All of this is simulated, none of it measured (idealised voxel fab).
process module | voxel self aligned contacts
cross-section cut | 185 nm wide | cells 5 nm
A cross-section is a grid of square cells, given in bands from the top down. A band is one or more rows of cells.
Each band's line starts with the height of the band's top and of its bottom, in nm. Then come its materials from left to right, each with its width in nm. One material with "throughout" fills the band from edge to edge. "air" is empty space.
Height 0 is the level under which the wafer as received is all one material. The lowest band goes on downwards, as in "0 down".
A width such as "30 to 40" changes by the same amount from each row of cells to the next, from the band's top row to its bottom row.
"no change" after a step means that no cell of the cross-section changed.
closed voids: empty space of 8 cells or more with no open way to the top, each as width x height at its distance from the left edge, in nm
after a step's settings: what the simulator itself notes on the step
overlay nm, on a step with a mask: how far to the right of its planned place the mask lay; to the left if negative
plan
1 op RECEIVE | material Si
2 op CONFORMAL_DEP | material SiO2 | thk nm 5
3 op DIRECTIONAL_DEP | material polySi | thk nm 25
4 op DIRECTIONAL_DEP | material SiN | thk nm 15
5 op PATTERN | tone cover | mask id GATE | material resist | width nm 25 | pitch nm 50 | thk nm 20 | overlay nm 0
6 op DIRECTIONAL_ETCH | etch materials SiN | depth nm 15
7 op DIRECTIONAL_ETCH | etch materials polySi | depth nm 25
8 op STRIP | etch materials resist
9 op CONFORMAL_DEP | material SiN | thk nm 5
10 op DIRECTIONAL_ETCH | etch materials SiN | depth nm 5
11 op FILL_DEP | material SiO2 | thk nm 20
12 op CMP | height nm 55
13 op PATTERN | tone open | mask id CONTACT | material resist | width nm 35 | thk nm 15 | overlay nm 0
14 op DIRECTIONAL_ETCH | etch materials SiO2 | depth nm 55
15 op STRIP | etch materials resist
16 op CONFORMAL_DEP | material TiN | thk nm 5
17 op FILL_DEP | material W | thk nm 10
18 op CMP | height nm 55
19 op CONFORMAL_DEP | material SiN | thk nm 5
as received, after step 1
  0 down: Si throughout
  closed voids: none
a wafer at the end: this start, this plan, one mistake
  60 to 55: SiN throughout
  55 to 45: SiO2 75 | TiN 5 to 15 | W 25 to 5 | TiN 5 to 15 | SiO2 75
  45 to 30: SiO2 50 | SiN 35 | TiN 5 | W 5 | TiN 5 | SiN 35 | SiO2 50
  30 to 25: SiO2 85 | TiN 15 | SiO2 85
  25 to 0: polySi throughout
  0 down: Si throughout
  closed voids: none
what went wrong: steps 2 and 3 were swapped
